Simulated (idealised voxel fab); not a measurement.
You're looking at the process module voxel gate over fins.
Displayed cross-section: cut, width of 250 nm, square cells sized 5 nm.
Reading order for cross-sections: top band down to bottom band. Underlying form: a grid of square cells. Band size: one or more rows of cells.
What a band's entry tells you: where the top is and where the bottom is, as heights in nm, and after that what lies inside, material by material from left to right, each with its width in nm. Empty space is written as the word "blank", and a single material marked with the word "all across" occupies the band from edge to edge.
Heights are measured from 0, the level below which the as-received wafer is all one material; the lowest band has no bottom and continues downward, written as in "top 0, no bottom".
The width entry "30->40" should be interpreted row by row: the top row of cells in the band takes the first number, the bottom row takes the second number, and the change between adjacent rows is uniform throughout.
"nothing different" for a step: no cell of the cross-section changed in that step.
"Unvented internal voids" contains a list of empty spaces, each no smaller than 8 cells and without an open way to the top, written in the form width x height at distance with the distance from the left edge and all three in nm.
after a step's settings: what the simulator itself notes on the step
overlay nm: mask offset rightward from planned place, masked step; negative means leftward offset.

## So here's the lineup of process steps we planned
| 1 | RECEIVE, material Si |
| 2 | CONFORMAL_DEP, material SiN, thk nm 10 |
| 3 | DIRECTIONAL_DEP, material aC, thk nm 10 |
| 4 | PATTERN, tone cover, mask id FINS, material resist, width nm 15, pitch nm 50, thk nm 25, overlay nm 0 |
| 5 | DIRECTIONAL_ETCH, etch materials aC, depth nm 10 |
| 6 | STRIP, etch materials resist |
| 7 | DIRECTIONAL_ETCH, etch materials SiN, depth nm 10 |
| 8 | DIRECTIONAL_ETCH, etch materials Si, depth nm 35 |
| 9 | STRIP, etch materials aC |
| 10 | FILL_DEP, material SiO2, thk nm 5 |
| 11 | CMP, height nm 10 |
| 12 | MASKED_ETCH, tone open, mask id RAIL, width nm 15, etch materials SiO2, depth nm 40, overlay nm 0 |
| 13 | CONFORMAL_DEP, material TiN, thk nm 5 |
| 14 | FILL_DEP, material Ru, thk nm 10 |
| 15 | CMP, height nm 10 |
| 16 | SELECTIVE_ETCH, etch materials W Ru TiN, depth nm 35 |
| 17 | FILL_DEP, material SiO2, thk nm 5 |
| 18 | CMP, height nm 10 |
| 19 | SELECTIVE_ETCH, etch materials SiO2, depth nm 25 |
| 20 | STRIP, etch materials SiN |
| 21 | CONFORMAL_DEP, material HfO2, thk nm 5 |
| 22 | CONFORMAL_DEP, material TiN, thk nm 5 |
| 23 | CONFORMAL_DEP, material TiAl, thk nm 5 |
| 24 | CONFORMAL_DEP, material TiN, thk nm 5 |
| 25 | FILL_DEP, material W, thk nm 10 |
| 26 | CMP, height nm 25 |
| 27 | CONFORMAL_DEP, material SiCN, thk nm 5 |

## So this is the incoming wafer in cross-section - it's already been through step 1
> top 0, no bottom | Si all across
> Unvented internal voids: none

## One mistake in running the module, otherwise start and plan as above: cross-section at the end
> top 30, bottom 25 | SiCN all across
> top 25, bottom 20 | W all across
> top 20, bottom 15 | 70 of W; 105 of TiN; 75 of W
> top 15, bottom 10 | 70 of W; 5 of TiN; 45 of TiAl; 5 of TiN; 45 of TiAl; 5 of TiN; 75 of W
> top 10, bottom 5 | 70 of W; 5 of TiN; 5 of TiAl; 35 of TiN; 5 of TiAl; 5 of TiN; 5 of TiAl; 35 of TiN; 5 of TiAl; 5 of TiN; 75 of W
> top 5, bottom 0 | 75 of TiN; 5 of TiAl; 5 of TiN; 25 of HfO2; 5 of TiN; 15 of TiAl; 5 of TiN; 25 of HfO2; 5 of TiN; 5 of TiAl; 80 of TiN
> top 0, bottom -5 | 80 of TiAl; 5 of TiN; 5 of HfO2; 15 of Si; 5 of HfO2; 25 of TiN; 5 of HfO2; 15 of Si; 5 of HfO2; 5 of TiN; 85 of TiAl
> top -5, bottom -10 | 85 of TiN; 5 of HfO2; 15 of Si; 35 of HfO2; 15 of Si; 5 of HfO2; 90 of TiN
> top -10, bottom -15 | 90 of HfO2; 15 of Si; 10 of HfO2; 5 of TiN; 5 of Ru; 5 of TiN; 10 of HfO2; 15 of Si; 95 of HfO2
> top -15, bottom -25 | 90 of SiO2; 15 of Si; 10 of SiO2; 5 of TiN; 5 of Ru; 5 of TiN; 10 of SiO2; 15 of Si; 95 of SiO2
> top -25, bottom -30 | 90 of SiO2; 15 of Si; 10 of SiO2; 15 of TiN; 10 of SiO2; 15 of Si; 95 of SiO2
> top -30, bottom -35 | 90 of SiO2; 15 of Si; 35 of SiO2; 15 of Si; 95 of SiO2
> top -35, no bottom | Si all across
> Unvented internal voids: none
It is concluded that the wafer was processed incorrectly with respect to the plan, in that with respect to the plan, step 15 was omitted and not executed
